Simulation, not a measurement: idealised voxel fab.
The process module presented herein is designated voxel gate over fins.
Square cells of 5 nm make up the cross-section cut, whose width is 195 nm.
Format of a cross-section: grid, square cells. Given as bands. Order: top down. Band: one or more rows of cells. Read a band's entry like this: the first values are the height of its top and the height of its bottom in nm, and what follows is the sequence of materials from left to right, each with its width in nm. Note that "blank" is empty space, and that a single material marked "everywhere" reaches across the band from edge to edge. For the purposes of this specification, 0 denotes the height below which the wafer in its as-received condition is composed wholly of one material, and the lowermost band, lacking a lower limit, extends downward without end, as expressed in "0 down". A width such as "30 to 40" changes by the same amount from each row of cells to the next, from the band's top row to its bottom row. What does "no alteration" mean for a step? It means no cell of the cross-section changed in that step. "Closed cavity list" enumerates empty spaces isolated from the top, with no open way to it, that contain at least 8 cells, giving each as width x height at distance from the left edge, all three in nm. Heads up: the bit after the settings on a step's line is the simulator's remark on that step. Among the settings permitted on a step's line is "overlay nm"; applied to a step with a mask, it specifies the extent to which the mask lay to the right of its planned position, whereas a negative figure signifies a position to the left.

### plan
1: RECEIVE, material Si
2: CONFORMAL_DEP, material SiN, thk nm 5
3: DIRECTIONAL_DEP, material aC, thk nm 15
4: PATTERN, tone cover, mask id FINS, material resist, width nm 15, pitch nm 50, thk nm 35, overlay nm 0
5: DIRECTIONAL_ETCH, etch materials aC, depth nm 15
6: STRIP, etch materials resist
7: DIRECTIONAL_ETCH, etch materials SiN, depth nm 5
8: DIRECTIONAL_ETCH, etch materials Si, depth nm 40
9: STRIP, etch materials aC
10: FILL_DEP, material SiO2, thk nm 15
11: CMP, height nm 5
12: DIRECTIONAL_DEP, material aC, thk nm 15
13: PATTERN, tone open, mask id RAIL, material resist, width nm 15, thk nm 30, overlay nm 0
14: DIRECTIONAL_ETCH, etch materials aC, depth nm 15
15: STRIP, etch materials resist
16: DIRECTIONAL_ETCH, etch materials SiO2, depth nm 40
17: STRIP, etch materials aC
18: CONFORMAL_DEP, material TiN, thk nm 5
19: FILL_DEP, material W, thk nm 5
20: CMP, height nm 5
21: SELECTIVE_ETCH, etch materials W Ru TiN, depth nm 25
22: FILL_DEP, material SiO2, thk nm 5
23: CMP, height nm 5
24: SELECTIVE_ETCH, etch materials SiO2, depth nm 15
25: STRIP, etch materials SiN
26: CONFORMAL_DEP, material HfO2, thk nm 5
27: CONFORMAL_DEP, material TiN, thk nm 5
28: CONFORMAL_DEP, material TiAl, thk nm 5
29: CONFORMAL_DEP, material TiN, thk nm 5
30: FILL_DEP, material W, thk nm 10
31: CMP, height nm 25
32: CONFORMAL_DEP, material SiN, thk nm 10

### Wafer at receipt (post step 1), cross-section
0 down | Si everywhere
Closed cavity list: none

### The module was run from the start shown above using the plan shown above, but one mistake was made doing it; the resulting wafer cross-section is below
35 to 25 | SiN everywhere
25 to 20 | W everywhere
20 to 15 | 45 W; 105 TiN; 45 W
15 to 10 | 45 W; 5 TiN; 45 TiAl; 5 TiN; 45 TiAl; 5 TiN; 45 W
10 to 5 | 50 TiN; 5 TiAl; 35 TiN; 5 TiAl; 5 TiN; 5 TiAl; 35 TiN; 5 TiAl; 50 TiN
5 to 0 | 55 TiAl; 5 TiN; 25 HfO2; 5 TiN; 15 TiAl; 5 TiN; 25 HfO2; 5 TiN; 55 TiAl
0 to -5 | 60 TiN; 5 HfO2; 15 Si; 5 HfO2; 25 TiN; 5 HfO2; 15 Si; 5 HfO2; 60 TiN
-5 to -10 | 65 HfO2; 15 Si; 35 HfO2; 15 Si; 65 HfO2
-10 to -20 | 65 SiO2; 15 Si; 35 SiO2; 15 Si; 65 SiO2
-20 to -30 | 60 W; 5 TiN; 15 Si; 10 TiN; 15 SiO2; 10 TiN; 15 Si; 5 TiN; 60 W
-30 to -35 | 65 TiN; 15 Si; 10 TiN; 15 SiO2; 10 TiN; 15 Si; 65 TiN
-35 to -40 | 65 SiO2; 15 Si; 35 SiO2; 15 Si; 65 SiO2
-40 down | Si everywhere
Closed cavity list: none
what went wrong: step 13 ran differently from the plan; actual operation with settings: PATTERN, tone cover, mask id RAIL, material resist, width nm 15, thk nm 30, overlay nm 0
